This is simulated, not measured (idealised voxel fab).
Process module under the name voxel local oxidation
It is cross-section cut that appears here, measuring 175 nm in width, its square cells being 5 nm in size.
Cross-section, as written here: a square-cell grid given band by band from the top down, where a band holds one or more rows of cells.
Top, bottom (nm), then materials left to right with widths (nm); lone material tagged "edge to edge" fills the whole band edge to edge; "air" = empty space.
Below 0: as-received wafer, all one material; heights counted from there. Lowest band: no bottom, goes on down, written "0..down".
The width entry "30->40" should be interpreted row by row: the top row of cells in the band takes the first number, the bottom row takes the second number, and the change between adjacent rows is uniform throughout.
"nothing changed" -> step changed no cross-section cell.
Heads up: "Fully enclosed voids" only lists the empty pockets with no open path to the top that are 8 cells or more, and it writes them as width x height at distance, distance from the left edge, in nm.
Whatever follows a step's settings on its line is a remark the simulator itself makes about that step.
The line of a step may include "overlay nm". On a step with a mask, this value is how far to the right of its planned place the mask lay. A negative value means the mask lay to the left.

Below is the list of planned process steps:
- 1: RECEIVE, material Si
- 2: OXIDIZE, depth nm 5
- 3: CONFORMAL_DEP, material SiN, thk nm 10
- 4: MASKED_ETCH, tone cover, mask id ACTIVE, width nm 105, etch materials SiN, depth nm 10, overlay nm 0
- 5: SELECTIVE_ETCH, etch materials SiO2, depth nm 5
- 6: OXIDIZE, depth nm 15
- 7: STRIP, etch materials SiN
Wafer-to-wafer difference: width nm, step 4. Common start. Plan = first wafer's value.

As received, i.e. after step 1: cross-section through the first of several wafers:
> 0..down  Si edge to edge
> Fully enclosed voids: none

End of the module, past its last step, step 7: how the first of several wafers looks in cross-section:
> 0..-5  air=40  SiO2=95  air=40
> -5..-20  SiO2=55  Si=65  SiO2=55
> -20..down  Si edge to edge
> Fully enclosed voids: none

The module's end: a cross-section of the last wafer:
> 0..-5  air=30  SiO2=120  air=25
> -5..-20  SiO2=45  Si=90  SiO2=40
> -20..down  Si edge to edge
> Fully enclosed voids: none

Table: wafers, a row each; end-of-module cell change per material since receipt, gain (+), loss (-); then closed voids:
width nm 105; -101 Si; +85 SiO2; Fully enclosed voids: none
width nm 110; -98 Si; +83 SiO2; Fully enclosed voids: none
width nm 115; -95 Si; +81 SiO2; Fully enclosed voids: none
width nm 120; -92 Si; +79 SiO2; Fully enclosed voids: none
width nm 125; -89 Si; +77 SiO2; Fully enclosed voids: none
width nm 130; -86 Si; +75 SiO2; Fully enclosed voids: none
